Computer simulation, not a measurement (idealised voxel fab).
The process module presented herein is designated voxel self aligned vias.
The cross-section shown here is cut; it is 285 nm wide and divided into square cells measuring 5 nm on a side.
Think of the cross-section as a grid of square cells. We describe it in bands, top to bottom, and each band covers one or more rows of those cells. The entry gives the band's vertical extent as a top height and a bottom height in nm, then its horizontal make-up as materials from left to right, each with a width in nm. "empty" stands for empty space; a single material marked "throughout" fills the band edge to edge. Heights from 0 (as-received wafer is one material below). Bottom band endless downward, as "z 0 and below". Graded width ("30..40"): value in top row of band = first number; value in bottom row = second number; row-to-row change constant. Where a step carries "remained the same", the cross-section came out of it unchanged, cell for cell. So "Sealed void inventory" is basically the list of trapped voids: any empty space of 8 cells or more that can't reach the top through an opening. They're written width x height at distance, the distance being from the left edge, and it's all nm. Note: text after step settings on the step line = simulator remark on that step. overlay nm: mask right of planned place by this much (step with mask). Neg. = left.

# Process steps foreseen in the plan
1 op RECEIVE | material Si
2 op CONFORMAL_DEP | material SiO2 | thk nm 15
3 op CONFORMAL_DEP | material SiCN | thk nm 5
4 op DIRECTIONAL_DEP | material SiO2 | thk nm 25
5 op DIRECTIONAL_DEP | material aC | thk nm 15
6 op PATTERN | tone open | mask id LINES | material resist | width nm 25 | pitch nm 60 | thk nm 35 | overlay nm 0
7 op DIRECTIONAL_ETCH | etch materials aC | depth nm 15
8 op STRIP | etch materials resist
9 op DIRECTIONAL_ETCH | etch materials SiO2 | depth nm 25
10 op STRIP | etch materials aC
11 op CONFORMAL_DEP | material TiN | thk nm 5
12 op FILL_DEP | material W | thk nm 5
13 op CMP | height nm 45
14 op SELECTIVE_ETCH | etch materials W Ru TiN | depth nm 10
15 op FILL_DEP | material SiN | thk nm 5
16 op CMP | height nm 45
17 op DIRECTIONAL_DEP | material SiO2 | thk nm 15
18 op MASKED_ETCH | tone open | mask id VIAS | width nm 35 | etch materials SiO2 | depth nm 15 | overlay nm 0
19 op MASKED_ETCH | tone open | mask id VIAS | width nm 35 | etch materials SiN | depth nm 10 | overlay nm 0
20 op CONFORMAL_DEP | material TiN | thk nm 5
21 op FILL_DEP | material Ru | thk nm 5
22 op CMP | height nm 60
23 op CONFORMAL_DEP | material SiN | thk nm 5

# First of two wafers, with the run carried out as planned

# So this is the incoming wafer in cross-section - it's already been through step 1
* z 0 and below | Si throughout
* Sealed void inventory: none

# Once step 2 is through, the wafer looks like this in cross-section
* z 15 to 0 | SiO2 throughout
* Below a height of 0, the structure has not been altered.

# Once step 3 is through, the wafer looks like this in cross-section
* z 20 to 15 | SiCN throughout
* Below a height of 15, the structure has not been altered.

# Once step 4 is through, the wafer looks like this in cross-section
* z 45 to 20 | SiO2 throughout
* Below a height of 20, the structure has not been altered.

# Once step 5 is through, the wafer looks like this in cross-section
* z 60 to 45 | aC throughout
* Below a height of 45, the structure has not been altered.

# Once step 6 is through, the wafer looks like this in cross-section
* z 95 to 60 | resist (100) / empty (25) / resist (35) / empty (25) / resist (100)
* Below a height of 60, the structure has not been altered.

# Once step 7 is through, the wafer looks like this in cross-section
* z 80 to 60 | resist (100) / empty (25) / resist (35) / empty (25) / resist (100)
* z 60 to 45 | aC (100) / empty (25) / aC (35) / empty (25) / aC (100)
* Below a height of 45, the structure has not been altered.

# Once step 8 is through, the wafer looks like this in cross-section
* z 60 to 45 | aC (100) / empty (25) / aC (35) / empty (25) / aC (100)
* Below a height of 45, the structure has not been altered.

# Once step 9 is through, the wafer looks like this in cross-section
* z 60 to 45 | aC (100) / empty (25) / aC (35) / empty (25) / aC (100)
* z 45 to 20 | SiO2 (100) / empty (25) / SiO2 (35) / empty (25) / SiO2 (100)
* Below a height of 20, the structure has not been altered.

# Once step 10 is through, the wafer looks like this in cross-section
* z 45 to 20 | SiO2 (100) / empty (25) / SiO2 (35) / empty (25) / SiO2 (100)
* Below a height of 20, the structure has not been altered.

# Once step 11 is through, the wafer looks like this in cross-section
* z 50 to 45 | TiN (105) / empty (15) / TiN (45) / empty (15) / TiN (105)
* z 45 to 25 | SiO2 (100) / TiN (5) / empty (15) / TiN (5) / SiO2 (35) / TiN (5) / empty (15) / TiN (5) / SiO2 (100)
* z 25 to 20 | SiO2 (100) / TiN (25) / SiO2 (35) / TiN (25) / SiO2 (100)
* Below a height of 20, the structure has not been altered.

# Once step 12 is through, the wafer looks like this in cross-section
* z 55 to 50 | W throughout
* z 50 to 45 | TiN (105) / W (15) / TiN (45) / W (15) / TiN (105)
* z 45 to 25 | SiO2 (100) / TiN (5) / W (15) / TiN (5) / SiO2 (35) / TiN (5) / W (15) / TiN (5) / SiO2 (100)
* Below a height of 25, the structure has not been altered.

# Once step 13 is through, the wafer looks like this in cross-section
* z 45 to 25 | SiO2 (100) / TiN (5) / W (15) / TiN (5) / SiO2 (35) / TiN (5) / W (15) / TiN (5) / SiO2 (100)
* Below a height of 25, the structure has not been altered.

# Once step 14 is through, the wafer looks like this in cross-section
* z 45 to 35 | SiO2 (100) / empty (25) / SiO2 (35) / empty (25) / SiO2 (100)
* Below a height of 35, the structure has not been altered.

# Once step 15 is through, the wafer looks like this in cross-section
* z 50 to 45 | SiN throughout
* z 45 to 35 | SiO2 (100) / SiN (25) / SiO2 (35) / SiN (25) / SiO2 (100)
* Below a height of 35, the structure has not been altered.

# Once step 16 is through, the wafer looks like this in cross-section
* z 45 to 35 | SiO2 (100) / SiN (25) / SiO2 (35) / SiN (25) / SiO2 (100)
* Below a height of 35, the structure has not been altered.

# Once step 17 is through, the wafer looks like this in cross-section
* z 60 to 45 | SiO2 throughout
* Below a height of 45, the structure has not been altered.

# Once step 18 is through, the wafer looks like this in cross-section
* z 60 to 45 | SiO2 (95) / empty (35) / SiO2 (155)
* Below a height of 45, the structure has not been altered.

# Once step 19 is through, the wafer looks like this in cross-section
* z 60 to 45 | SiO2 (95) / empty (35) / SiO2 (155)
* z 45 to 35 | SiO2 (100) / empty (25) / SiO2 (35) / SiN (25) / SiO2 (100)
* Below a height of 35, the structure has not been altered.

# Once step 20 is through, the wafer looks like this in cross-section
* z 65 to 60 | TiN (100) / empty (25) / TiN (160)
* z 60 to 50 | SiO2 (95) / TiN (5) / empty (25) / TiN (5) / SiO2 (155)
* z 50 to 45 | SiO2 (95) / TiN (10) / empty (15) / TiN (10) / SiO2 (155)
* z 45 to 40 | SiO2 (100) / TiN (5) / empty (15) / TiN (5) / SiO2 (35) / SiN (25) / SiO2 (100)
* z 40 to 35 | SiO2 (100) / TiN (25) / SiO2 (35) / SiN (25) / SiO2 (100)
* Below a height of 35, the structure has not been altered.

# Once step 21 is through, the wafer looks like this in cross-section
* z 70 to 65 | Ru throughout
* z 65 to 60 | TiN (100) / Ru (25) / TiN (160)
* z 60 to 50 | SiO2 (95) / TiN (5) / Ru (25) / TiN (5) / SiO2 (155)
* z 50 to 45 | SiO2 (95) / TiN (10) / Ru (15) / TiN (10) / SiO2 (155)
* z 45 to 40 | SiO2 (100) / TiN (5) / Ru (15) / TiN (5) / SiO2 (35) / SiN (25) / SiO2 (100)
* Below a height of 40, the structure has not been altered.

# Once step 22 is through, the wafer looks like this in cross-section
* z 60 to 50 | SiO2 (95) / TiN (5) / Ru (25) / TiN (5) / SiO2 (155)
* Below a height of 50, the structure has not been altered.

# Once step 23 is through, the wafer looks like this in cross-section
* z 65 to 60 | SiN throughout
* Below a height of 60, the structure has not been altered.

# Wafer two of two - same starting point, same process plan, one mistake in execution; matches wafer one up to and including step 16

# X-section, second wafer, when step 17 was due to finish
* z 60 to 45 | Ru throughout
* Below a height of 45, the structure has not been altered.

X-section, second wafer, when step 18 was due to finish: remained the same

X-section, second wafer, when step 19 was due to finish: remained the same

# X-section, second wafer, when step 20 was due to finish
* z 65 to 60 | TiN throughout
* Below a height of 60, the structure has not been altered.

# X-section, second wafer, when step 21 was due to finish
* z 70 to 65 | Ru throughout
* Below a height of 65, the structure has not been altered.

# X-section, second wafer, when step 22 was due to finish
* z 60 to 45 | Ru throughout
* Below a height of 45, the structure has not been altered.

# X-section, second wafer, when step 23 was due to finish
* z 65 to 60 | SiN throughout
* Below a height of 60, the structure has not been altered.
The mistake made against the process plan was this: rather than as planned, step 17 actually ran as op DIRECTIONAL_DEP | material Ru | thk nm 15
In the final state, the cell counts of the second wafer exceed or fall short of those of the first for the following materials: 155 more of Ru; 10 more of SiN; 150 fewer of SiO2; 15 fewer of TiN
